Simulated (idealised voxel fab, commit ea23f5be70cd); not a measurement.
Process module under the name voxel gate over fins
The figure presents cross-section cut, which has a width of 175 nm and is divided into square cells with an edge length of 5 nm.
Cross-section, as written here: a square-cell grid given band by band from the top down, where a band holds one or more rows of cells.
Heights first: top, then bottom, in nm. Then materials, left to right, each with a width in nm. "throughout" on a single material: fills the band edge to edge. "empty": empty space.
For the purposes of this specification, 0 denotes the height below which the wafer in its as-received condition is composed wholly of one material, and the lowermost band, lacking a lower limit, extends downward without end, as expressed in "0..down".
Quick explanation for "30..40": the width changes in equal steps down the rows of cells, from the first number in the band's top row to the second number in its bottom row.
The designation "everything unchanged", where it is given for a processing step, indicates that no cell of the cross-section was altered in the course of that step.
In "Sealed void listing" the enclosed voids are listed, meaning empty spaces of 8 cells or larger without any opening to the top. The form is width x height at distance, distance from the left edge, units nm.
It should be noted that, on the line of a given step, the content following the step's settings is a remark produced by the simulator itself with respect to that step.
You can add "overlay nm" to a step's line. For a step with a mask, it describes how far the mask lay to the right of its planned position, and a negative number describes a lay to the left.
INTENDED PROCESS STEPS
1 RECEIVE [material Si]
2 CONFORMAL_DEP [material SiN] [thk nm 10]
3 MASKED_ETCH [tone cover] [mask id FINS] [width nm 15] [pitch nm 35] [etch materials SiN] [depth nm 10] [overlay nm 0]
4 MASKED_ETCH [tone cover] [mask id FINS] [width nm 15] [pitch nm 35] [etch materials Si] [depth nm 35] [overlay nm 0]
5 OXIDIZE [depth nm 5]
6 FILL_DEP [material SiO2] [thk nm 15]
7 CMP [height nm 10]
8 SELECTIVE_ETCH [etch materials SiO2] [depth nm 20]
9 STRIP [etch materials SiN]
10 CONFORMAL_DEP [material HfO2] [thk nm 5]
11 CONFORMAL_DEP [material TiN] [thk nm 5]
12 FILL_DEP [material W] [thk nm 10]
13 CMP [height nm 15]
14 CONFORMAL_DEP [material SiN] [thk nm 10]
THIS IS THE CROSS-SECTION OF THE WAFER AS WE RECEIVED IT, I.E. AFTER STEP 1
0..down  Si throughout
Sealed void listing: none
SAME STARTING WAFER, SAME PLAN AS ABOVE, ONE MISTAKE IN THE EXECUTION; THIS IS THE CROSS-SECTION AT THE END OF THE MODULE
25..15  SiN throughout
15..10  W throughout
10..5  20 of W, 25 of TiN, 10 of W, 25 of TiN, 10 of W, 25 of TiN, 10 of W, 25 of TiN, 25 of W
5..0  20 of W, 5 of TiN, 15 of HfO2, 5 of TiN, 10 of W, 5 of TiN, 15 of HfO2, 5 of TiN, 10 of W, 5 of TiN, 15 of HfO2, 5 of TiN, 10 of W, 5 of TiN, 15 of HfO2, 5 of TiN, 25 of W
0..-5  25 of TiN, 5 of HfO2, 5 of Si, 5 of HfO2, 20 of TiN, 5 of HfO2, 5 of Si, 5 of HfO2, 20 of TiN, 5 of HfO2, 5 of Si, 5 of HfO2, 20 of TiN, 5 of HfO2, 5 of Si, 5 of HfO2, 30 of TiN
-5..-10  30 of HfO2, 5 of Si, 30 of HfO2, 5 of Si, 30 of HfO2, 5 of Si, 30 of HfO2, 5 of Si, 35 of HfO2
-10..-50  30 of SiO2, 5 of Si, 30 of SiO2, 5 of Si, 30 of SiO2, 5 of Si, 30 of SiO2, 5 of Si, 35 of SiO2
-50..down  Si throughout
Sealed void listing: none
Processing error: step 4 was not run as planned; what actually ran was MASKED_ETCH [tone cover] [mask id FINS] [width nm 15] [pitch nm 35] [etch materials Si] [depth nm 45] [overlay nm 0]
